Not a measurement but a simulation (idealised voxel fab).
Presented below is a process module, voxel wiring stack.
The figure presents cross-section cut, which has a width of 215 nm and is divided into square cells with an edge length of 5 nm.
When this document writes out a cross-section, it uses a grid of square cells and lists it as bands, beginning at the top and moving down, with a band standing for one or more rows of cells. Band entry format. Leading values: height of top, height of bottom, nm. Remainder: materials in left-to-right order, each with its width in nm. Special words: "everywhere" on a single material, which then fills the band edge to edge; "empty", empty space. Where do heights start? At 0: under that level the wafer as delivered is made of one material only. And the lowest band has no floor; it just carries on downward, as in "0 -> down". You'd read "30->40" like this: the band's top row of cells is as wide as the first number, its bottom row is as wide as the second, and going down, every row changes width by the same amount as the row before did. "remained the same" (step): cross-section cells unchanged, all of them. "Trapped voids": sealed empty spaces, 8 cells or more, no open way to top, listed width x height at distance, with distance from the left edge and width, height and distance in nm. Step line, after settings: the simulator's comment on this step. Steps that use a mask can have "overlay nm" on their line. It says how far the mask sat to the right of where it was meant to be. Negative means to the left.

**The following list gives the planned process steps**
| 1 | RECEIVE (material Si) |
| 2 | CONFORMAL_DEP (material SiO2; thk nm 15) |
| 3 | DIRECTIONAL_DEP (material TiN; thk nm 5) |
| 4 | DIRECTIONAL_DEP (material W; thk nm 25) |
| 5 | PATTERN (tone cover; mask id METAL_1; material resist; width nm 25; pitch nm 40; thk nm 15; overlay nm 0) |
| 6 | DIRECTIONAL_ETCH (etch materials W; depth nm 25) |
| 7 | DIRECTIONAL_ETCH (etch materials TiN; depth nm 5) |
| 8 | STRIP (etch materials resist) |
| 9 | FILL_DEP (material lowk; thk nm 10) |
| 10 | CMP (height nm 45) |
| 11 | CONFORMAL_DEP (material SiCN; thk nm 5) |
| 12 | DIRECTIONAL_DEP (material SiO2; thk nm 30) |
| 13 | DIRECTIONAL_DEP (material aC; thk nm 10) |
| 14 | PATTERN (tone open; mask id METAL_2; material resist; width nm 25; pitch nm 40; thk nm 25; overlay nm 0) |
| 15 | DIRECTIONAL_ETCH (etch materials aC; depth nm 10) |
| 16 | STRIP (etch materials resist) |
| 17 | DIRECTIONAL_ETCH (etch materials SiO2; depth nm 15) |
| 18 | STRIP (etch materials aC) |
| 19 | MASKED_ETCH (tone open; mask id METAL_2_HOLES; width nm 15; pitch nm 40; etch materials SiO2; depth nm 15; overlay nm 0) |
| 20 | MASKED_ETCH (tone open; mask id METAL_2_HOLES; width nm 15; pitch nm 40; etch materials SiCN; depth nm 5; overlay nm 0) |
| 21 | CONFORMAL_DEP (material TiN; thk nm 5) |
| 22 | FILL_DEP (material Cu; thk nm 10) |
| 23 | CMP (height nm 80) |
| 24 | CONFORMAL_DEP (material SiN; thk nm 5) |

**This is the cross-section of the wafer as we received it, i.e. after step 1**
	0 -> down  Si everywhere
	Trapped voids: none

**Starting wafer: above. Plan: above. Run: one mistake. Cross-section after the module: below**
	85 -> 80  SiN everywhere
	80 -> 70  SiO2=35, TiN=5, Cu=15, TiN=5, SiO2=15, TiN=5, Cu=15, TiN=5, SiO2=15, TiN=5, Cu=15, TiN=5, SiO2=15, TiN=5, Cu=15, TiN=5, SiO2=35
	70 -> 65  SiO2=35, TiN=5, Cu=10, TiN=10, SiO2=15, TiN=5, Cu=10, TiN=10, SiO2=15, TiN=5, Cu=10, TiN=10, SiO2=15, TiN=5, Cu=10, TiN=10, SiO2=35
	65 -> 55  SiO2=35, TiN=5, Cu=10, TiN=5, SiO2=20, TiN=5, Cu=10, TiN=5, SiO2=20, TiN=5, Cu=10, TiN=5, SiO2=20, TiN=5, Cu=10, TiN=5, SiO2=40
	55 -> 50  SiO2=35, TiN=5, Cu=5, TiN=10, SiO2=20, TiN=5, Cu=5, TiN=10, SiO2=20, TiN=5, Cu=5, TiN=10, SiO2=20, TiN=5, Cu=5, TiN=10, SiO2=40
	50 -> 45  SiCN=35, TiN=15, SiCN=25, TiN=15, SiCN=25, TiN=15, SiCN=25, TiN=15, SiCN=45
	45 -> 20  lowk=35, W=25, lowk=15, W=25, lowk=15, W=25, lowk=15, W=25, lowk=35
	20 -> 15  lowk=35, TiN=25, lowk=15, TiN=25, lowk=15, TiN=25, lowk=15, TiN=25, lowk=35
	15 -> 0  SiO2 everywhere
	0 -> down  Si everywhere
	Trapped voids: none
Misprocessing identified: the process deviated at step 19: the operation and settings actually run there were MASKED_ETCH (tone open; mask id METAL_2_HOLES; width nm 20; pitch nm 40; etch materials SiO2; depth nm 15; overlay nm 0)
